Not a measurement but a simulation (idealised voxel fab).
process module | voxel quadruple lines
For reference, the cross-section in this document is cut, with width 160 nm and square cells of 5 nm.
In this document a cross-section is written as a grid of square cells. It is given as a series of bands, listed from the top down, and a band is one or more rows of cells.
Per band: top height and bottom height in nm, followed by the left-to-right materials and their widths in nm; "everywhere" marks a single material spanning edge to edge, "empty" marks empty space.
Measure heights from 0. That's the level where, below it, the as-received wafer is all one material. The lowest band is bottomless and extends downward; write it as in "0 down".
Per-row width for "30 to 40": begins at first number (top row of band), ends at second number (bottom row), increment between rows held constant.
Where a step carries "changes: none", the cross-section came out of it unchanged, cell for cell.
The entry "Sealed void inventory" lists the empty spaces that cover at least 8 cells and have no open path to the top. Each is written as width x height at distance, where the distance is measured from the left edge and all three values are in nm.
The remark found on a step's line after its settings is issued by the simulator itself and pertains to that step.
Each step line may optionally specify "overlay nm", which for a step with a mask gives the rightward distance between the mask's planned place and where it lay, a negative value indicating the leftward direction.
### Below is the list of planned process steps
1) RECEIVE [material Si]
2) CONFORMAL_DEP [material Al2O3] [thk nm 5]
3) DIRECTIONAL_DEP [material W] [thk nm 10]
4) DIRECTIONAL_DEP [material polySi] [thk nm 20]
5) DIRECTIONAL_DEP [material aC] [thk nm 20]
6) PATTERN [tone cover] [mask id MANDREL] [material resist] [width nm 20] [pitch nm 60] [thk nm 25] [overlay nm 0]
7) DIRECTIONAL_ETCH [etch materials aC] [depth nm 20]
8) STRIP [etch materials resist]
9) CONFORMAL_DEP [material SiO2] [thk nm 10]
10) DIRECTIONAL_ETCH [etch materials SiO2] [depth nm 10]
11) STRIP [etch materials aC]
12) DIRECTIONAL_ETCH [etch materials polySi] [depth nm 20]
13) STRIP [etch materials SiO2]
14) CONFORMAL_DEP [material SiN] [thk nm 5]
15) DIRECTIONAL_ETCH [etch materials SiN] [depth nm 5]
16) STRIP [etch materials polySi]
17) DIRECTIONAL_ETCH [etch materials W] [depth nm 10]
18) STRIP [etch materials SiN]
### First out of two wafers; run went to plan
### As-received wafer cross-section (after step 1)
  0 down | Si everywhere
  Sealed void inventory: none
### The wafer in cross-section once step 2 is complete
  5 to 0 | Al2O3 everywhere
  Everything below 0 is unchanged.
### The wafer in cross-section once step 3 is complete
  15 to 5 | W everywhere
  Everything below 5 is unchanged.
### The wafer in cross-section once step 4 is complete
  35 to 15 | polySi everywhere
  Everything below 15 is unchanged.
### The wafer in cross-section once step 5 is complete
  55 to 35 | aC everywhere
  Everything below 35 is unchanged.
### The wafer in cross-section once step 6 is complete
  80 to 55 | empty=40; resist=20; empty=40; resist=20; empty=40
  Everything below 55 is unchanged.
### The wafer in cross-section once step 7 is complete
  60 to 55 | empty=40; resist=20; empty=40; resist=20; empty=40
  55 to 35 | empty=40; aC=20; empty=40; aC=20; empty=40
  Everything below 35 is unchanged.
### The wafer in cross-section once step 8 is complete
  55 to 35 | empty=40; aC=20; empty=40; aC=20; empty=40
  Everything below 35 is unchanged.
### The wafer in cross-section once step 9 is complete
  65 to 55 | empty=30; SiO2=40; empty=20; SiO2=40; empty=30
  55 to 45 | empty=30; SiO2=10; aC=20; SiO2=10; empty=20; SiO2=10; aC=20; SiO2=10; empty=30
  45 to 35 | SiO2=40; aC=20; SiO2=40; aC=20; SiO2=40
  Everything below 35 is unchanged.
### The wafer in cross-section once step 10 is complete
  55 to 35 | empty=30; SiO2=10; aC=20; SiO2=10; empty=20; SiO2=10; aC=20; SiO2=10; empty=30
  Everything below 35 is unchanged.
### The wafer in cross-section once step 11 is complete
  55 to 35 | empty=30; SiO2=10; empty=20; SiO2=10; empty=20; SiO2=10; empty=20; SiO2=10; empty=30
  Everything below 35 is unchanged.
### The wafer in cross-section once step 12 is complete
  55 to 35 | empty=30; SiO2=10; empty=20; SiO2=10; empty=20; SiO2=10; empty=20; SiO2=10; empty=30
  35 to 15 | empty=30; polySi=10; empty=20; polySi=10; empty=20; polySi=10; empty=20; polySi=10; empty=30
  Everything below 15 is unchanged.
### The wafer in cross-section once step 13 is complete
  35 to 15 | empty=30; polySi=10; empty=20; polySi=10; empty=20; polySi=10; empty=20; polySi=10; empty=30
  Everything below 15 is unchanged.
### The wafer in cross-section once step 14 is complete
  40 to 35 | empty=25; SiN=20; empty=10; SiN=20; empty=10; SiN=20; empty=10; SiN=20; empty=25
  35 to 20 | empty=25; SiN=5; polySi=10; SiN=5; empty=10; SiN=5; polySi=10; SiN=5; empty=10; SiN=5; polySi=10; SiN=5; empty=10; SiN=5; polySi=10; SiN=5; empty=25
  20 to 15 | SiN=30; polySi=10; SiN=20; polySi=10; SiN=20; polySi=10; SiN=20; polySi=10; SiN=30
  Everything below 15 is unchanged.
### The wafer in cross-section once step 15 is complete
  35 to 15 | empty=25; SiN=5; polySi=10; SiN=5; empty=10; SiN=5; polySi=10; SiN=5; empty=10; SiN=5; polySi=10; SiN=5; empty=10; SiN=5; polySi=10; SiN=5; empty=25
  Everything below 15 is unchanged.
### The wafer in cross-section once step 16 is complete
  35 to 15 | empty=25; SiN=5; empty=10; SiN=5; empty=10; SiN=5; empty=10; SiN=5; empty=10; SiN=5; empty=10; SiN=5; empty=10; SiN=5; empty=10; SiN=5; empty=25
  Everything below 15 is unchanged.
### The wafer in cross-section once step 17 is complete
  35 to 15 | empty=25; SiN=5; empty=10; SiN=5; empty=10; SiN=5; empty=10; SiN=5; empty=10; SiN=5; empty=10; SiN=5; empty=10; SiN=5; empty=10; SiN=5; empty=25
  15 to 5 | empty=25; W=5; empty=10; W=5; empty=10; W=5; empty=10; W=5; empty=10; W=5; empty=10; W=5; empty=10; W=5; empty=10; W=5; empty=25
  Everything below 5 is unchanged.
### The wafer in cross-section once step 18 is complete
  15 to 5 | empty=25; W=5; empty=10; W=5; empty=10; W=5; empty=10; W=5; empty=10; W=5; empty=10; W=5; empty=10; W=5; empty=10; W=5; empty=25
  Everything below 5 is unchanged.
### Second wafer. Start and plan as for the first. One mistake made in running. Agrees with the first up to and including step 2
### when step 3 should have ended
  25 to 5 | polySi everywhere
  Everything below 5 is unchanged.
### when step 4 should have ended
  35 to 25 | W everywhere
  Everything below 25 is unchanged.
### when step 5 should have ended
  55 to 35 | aC everywhere
  Everything below 35 is unchanged.
### when step 6 should have ended
  80 to 55 | empty=40; resist=20; empty=40; resist=20; empty=40
  Everything below 55 is unchanged.
### when step 7 should have ended
  60 to 55 | empty=40; resist=20; empty=40; resist=20; empty=40
  55 to 35 | empty=40; aC=20; empty=40; aC=20; empty=40
  Everything below 35 is unchanged.
### when step 8 should have ended
  55 to 35 | empty=40; aC=20; empty=40; aC=20; empty=40
  Everything below 35 is unchanged.
### when step 9 should have ended
  65 to 55 | empty=30; SiO2=40; empty=20; SiO2=40; empty=30
  55 to 45 | empty=30; SiO2=10; aC=20; SiO2=10; empty=20; SiO2=10; aC=20; SiO2=10; empty=30
  45 to 35 | SiO2=40; aC=20; SiO2=40; aC=20; SiO2=40
  Everything below 35 is unchanged.
### when step 10 should have ended
  55 to 35 | empty=30; SiO2=10; aC=20; SiO2=10; empty=20; SiO2=10; aC=20; SiO2=10; empty=30
  Everything below 35 is unchanged.
### when step 11 should have ended
  55 to 35 | empty=30; SiO2=10; empty=20; SiO2=10; empty=20; SiO2=10; empty=20; SiO2=10; empty=30
  Everything below 35 is unchanged.
when step 12 should have ended: changes: none
### when step 13 should have ended
  35 to 25 | W everywhere
  Everything below 25 is unchanged.
### when step 14 should have ended
  40 to 35 | SiN everywhere
  Everything below 35 is unchanged.
### when step 15 should have ended
  35 to 25 | W everywhere
  Everything below 25 is unchanged.
when step 16 should have ended: changes: none
### when step 17 should have ended
  25 to 5 | polySi everywhere
  Everything below 5 is unchanged.
when step 18 should have ended: changes: none
What went wrong in running the wafer? step 3 ran in the slot meant for step 4, and vice versa
FYI, end of process, the second wafer has more or fewer cells of some materials than the first: W: 16 fewer | polySi: 128 more
